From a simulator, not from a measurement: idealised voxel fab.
process module | voxel gate over fins
cross-section cut | 230 nm wide | cells 5 nm
A cross-section is a grid of square cells, given in bands from the top down. A band is one or more rows of cells.
Each band's line starts with the height of the band's top and of its bottom, in nm. Then come its materials from left to right, each with its width in nm. One material with "throughout" fills the band from edge to edge. "air" is empty space.
Height 0 is the level under which the wafer as received is all one material. The lowest band goes on downwards, as in "0 down".
A width such as "30 to 40" changes by the same amount from each row of cells to the next, from the band's top row to its bottom row.
"no change" after a step means that no cell of the cross-section changed.
closed voids: empty space of 8 cells or more with no open way to the top, each as width x height at its distance from the left edge, in nm
after a step's settings: what the simulator itself notes on the step
overlay nm, on a step with a mask: how far to the right of its planned place the mask lay; to the left if negative
plan
1 op RECEIVE | material Si
2 op CONFORMAL_DEP | material SiN | thk nm 5
3 op PATTERN | tone cover | mask id FINS | material resist | width nm 15 | pitch nm 50 | thk nm 20 | overlay nm 0
4 op DIRECTIONAL_ETCH | etch materials SiN | depth nm 5
5 op DIRECTIONAL_ETCH | etch materials Si | depth nm 40
6 op STRIP | etch materials resist
7 op OXIDIZE | depth nm 5
8 op FILL_DEP | material SiO2 | thk nm 10
9 op CMP | height nm 5
10 op DIRECTIONAL_DEP | material aC | thk nm 10
11 op PATTERN | tone open | mask id RAIL | material resist | width nm 15 | thk nm 25 | overlay nm 0
12 op DIRECTIONAL_ETCH | etch materials aC | depth nm 10
13 op STRIP | etch materials resist
14 op DIRECTIONAL_ETCH | etch materials SiO2 | depth nm 40
15 op STRIP | etch materials aC
16 op CONFORMAL_DEP | material TiN | thk nm 5
17 op FILL_DEP | material W | thk nm 10
18 op CMP | height nm 5
19 op SELECTIVE_ETCH | etch materials W Ru TiN | depth nm 25
20 op FILL_DEP | material SiO2 | thk nm 5
21 op CMP | height nm 5
22 op SELECTIVE_ETCH | etch materials SiO2 | depth nm 20
23 op STRIP | etch materials SiN
24 op CONFORMAL_DEP | material HfO2 | thk nm 5
25 op CONFORMAL_DEP | material TiN | thk nm 5
26 op CONFORMAL_DEP | material TiAl | thk nm 5
27 op CONFORMAL_DEP | material TiN | thk nm 5
28 op FILL_DEP | material W | thk nm 15
29 op CMP | height nm 30
30 op CONFORMAL_DEP | material SiN | thk nm 5
as received, after step 1
  0 down: Si throughout
  closed voids: none
first wafer at the end, as planned
  35 to 30: SiN throughout
  30 to 20: W throughout
  20 to 15: W 65 | TiN 45 | W 5 | TiN 45 | W 70
  15 to 10: W 65 | TiN 5 | TiAl 35 | TiN 5 | W 5 | TiN 5 | TiAl 35 | TiN 5 | W 70
  10 to 5: W 65 | TiN 5 | TiAl 5 | TiN 25 | TiAl 5 | TiN 5 | W 5 | TiN 5 | TiAl 5 | TiN 25 | TiAl 5 | TiN 5 | W 70
  5 to 0: TiN 70 | TiAl 5 | TiN 5 | HfO2 15 | TiN 5 | TiAl 5 | TiN 15 | TiAl 5 | TiN 5 | HfO2 15 | TiN 5 | TiAl 5 | TiN 75
  0 to -5: TiAl 75 | TiN 5 | HfO2 5 | Si 5 | HfO2 5 | TiN 5 | TiAl 25 | TiN 5 | HfO2 5 | Si 5 | HfO2 5 | TiN 5 | TiAl 80
  -5 to -10: TiN 80 | HfO2 5 | Si 5 | HfO2 5 | TiN 35 | HfO2 5 | Si 5 | HfO2 5 | TiN 85
  -10 to -15: HfO2 85 | Si 5 | HfO2 45 | Si 5 | HfO2 90
  -15 to -20: SiO2 85 | Si 5 | SiO2 45 | Si 5 | SiO2 90
  -20 to -30: SiO2 85 | Si 5 | SiO2 15 | TiN 5 | W 5 | TiN 5 | SiO2 15 | Si 5 | SiO2 90
  -30 to -35: SiO2 85 | Si 5 | SiO2 15 | TiN 15 | SiO2 15 | Si 5 | SiO2 90
  -35 to -45: SiO2 85 | Si 5 | SiO2 45 | Si 5 | SiO2 90
  -45 down: Si throughout
  closed voids: none
second wafer at the end: like start, like plan, one mistake
  35 to 30: SiN throughout
  30 to 20: W throughout
  20 to 15: W 65 | TiN 45 | W 5 | TiN 45 | W 70
  15 to 10: W 65 | TiN 5 | TiAl 35 | TiN 5 | W 5 | TiN 5 | TiAl 35 | TiN 5 | W 70
  10 to 5: W 65 | TiN 5 | TiAl 5 | TiN 25 | TiAl 5 | TiN 5 | W 5 | TiN 5 | TiAl 5 | TiN 25 | TiAl 5 | TiN 5 | W 70
  5 to 0: TiN 70 | TiAl 5 | TiN 5 | HfO2 15 | TiN 5 | TiAl 5 | TiN 15 | TiAl 5 | TiN 5 | HfO2 15 | TiN 5 | TiAl 5 | TiN 75
  0 to -5: TiAl 75 | TiN 5 | HfO2 5 | Si 5 | HfO2 5 | TiN 5 | TiAl 25 | TiN 5 | HfO2 5 | Si 5 | HfO2 5 | TiN 5 | TiAl 80
  -5 to -10: TiN 80 | HfO2 5 | Si 5 | HfO2 5 | TiN 35 | HfO2 5 | Si 5 | HfO2 5 | TiN 85
  -10 to -15: HfO2 85 | Si 5 | HfO2 45 | Si 5 | HfO2 90
  -15 to -20: SiO2 85 | Si 5 | SiO2 45 | Si 5 | SiO2 90
  -20 to -30: SiO2 85 | Si 5 | SiO2 10 | TiN 5 | W 15 | TiN 5 | SiO2 10 | Si 5 | SiO2 90
  -30 to -35: SiO2 85 | Si 5 | SiO2 10 | TiN 25 | SiO2 10 | Si 5 | SiO2 90
  -35 to -45: SiO2 85 | Si 5 | SiO2 45 | Si 5 | SiO2 90
  -45 down: Si throughout
  closed voids: none
what went wrong: step 11 ran as: op PATTERN | tone open | mask id RAIL | material resist | width nm 25 | thk nm 25 | overlay nm 0
at the end the second wafer has, in cells: 6 fewer of SiO2 | 2 more of TiN | 4 more of W
